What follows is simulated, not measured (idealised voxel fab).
This section sets out a process module, namely voxel ribs on slabs.
Cross-sectional view cut (width: 195 nm; square cell size: 5 nm).
In what follows, cross-sections appear as grids of square cells, described through bands that run from the top down, where every band is one or more rows of cells. Top, bottom (nm), then materials left to right with widths (nm); lone material tagged "everywhere" fills the whole band edge to edge; "air" = empty space. Heights are expressed relative to 0, this being the level below which the as-received wafer comprises one material exclusively. The lowest band is unbounded in the downward direction and is denoted as in "from 0 down". The width entry "30 to 40" should be interpreted row by row: the top row of cells in the band takes the first number, the bottom row takes the second number, and the change between adjacent rows is uniform throughout. You'll sometimes find "remained unchanged" written for a step, and that's the way of saying that nowhere in the cross-section did a cell change during that step. The label "Enclosed cavities" introduces a list of the empty spaces, 8 cells or larger, that have no open way up to the top; each entry in it reads width x height at distance, where the distance is taken from the left edge and all three are stated in nm. On a step's line, text after the settings is the simulator commenting on that step. Among the settings permitted on a step's line is "overlay nm"; applied to a step with a mask, it specifies the extent to which the mask lay to the right of its planned position, whereas a negative figure signifies a position to the left.
Process steps - plan:
- 1: RECEIVE (material Si)
- 2: DIRECTIONAL_DEP (material SiO2; thk nm 20)
- 3: DIRECTIONAL_DEP (material SiN; thk nm 25)
- 4: MASKED_ETCH (tone cover; mask id RIB; width nm 15; etch materials SiN; depth nm 5; overlay nm 0)
- 5: PATTERN (tone cover; mask id SLAB; material resist; width nm 55; thk nm 15; overlay nm 0)
- 6: DIRECTIONAL_ETCH (etch materials SiN; depth nm 20)
- 7: STRIP (etch materials resist)
- 8: FILL_DEP (material SiO2; thk nm 30)
- 9: CMP (height nm 65)
- 10: DIRECTIONAL_DEP (material W; thk nm 10)
- 11: DIRECTIONAL_DEP (material aC; thk nm 10)
- 12: PATTERN (tone cover; mask id HEATER; material resist; width nm 25; thk nm 25; overlay nm 0)
- 13: DIRECTIONAL_ETCH (etch materials aC; depth nm 10)
- 14: STRIP (etch materials resist)
- 15: DIRECTIONAL_ETCH (etch materials W; depth nm 10)
- 16: STRIP (etch materials aC)
- 17: CONFORMAL_DEP (material SiN; thk nm 10)
Delivered wafer in cross-section: state after step 1:
* from 0 down: Si everywhere
* Enclosed cavities: none
Post-module cross-section of the first of two wafers (run per plan):
* from 85 to 75: air 75 nm, then SiN 45 nm, then air 75 nm
* from 75 to 65: SiN 85 nm, then W 25 nm, then SiN 85 nm
* from 65 to 45: SiO2 everywhere
* from 45 to 40: SiO2 90 nm, then SiN 15 nm, then SiO2 90 nm
* from 40 to 20: SiO2 70 nm, then SiN 55 nm, then SiO2 70 nm
* from 20 to 0: SiO2 everywhere
* from 0 down: Si everywhere
* Enclosed cavities: none
What the second wafer looks like in cross-section once the module is done. Its start and its plan matched the first wafer's exactly; what differed was one mistake in how it was run:
* from 75 to 65: air 85 nm, then W 25 nm, then air 85 nm
* from 65 to 45: SiO2 everywhere
* from 45 to 40: SiO2 90 nm, then SiN 15 nm, then SiO2 90 nm
* from 40 to 20: SiO2 70 nm, then SiN 55 nm, then SiO2 70 nm
* from 20 to 0: SiO2 everywhere
* from 0 down: Si everywhere
* Enclosed cavities: none
Diagnosis: step 17 was dropped from the plan's execution and never run
The second wafer ends with more or fewer cells of some materials than the first, per final count: -86 SiN
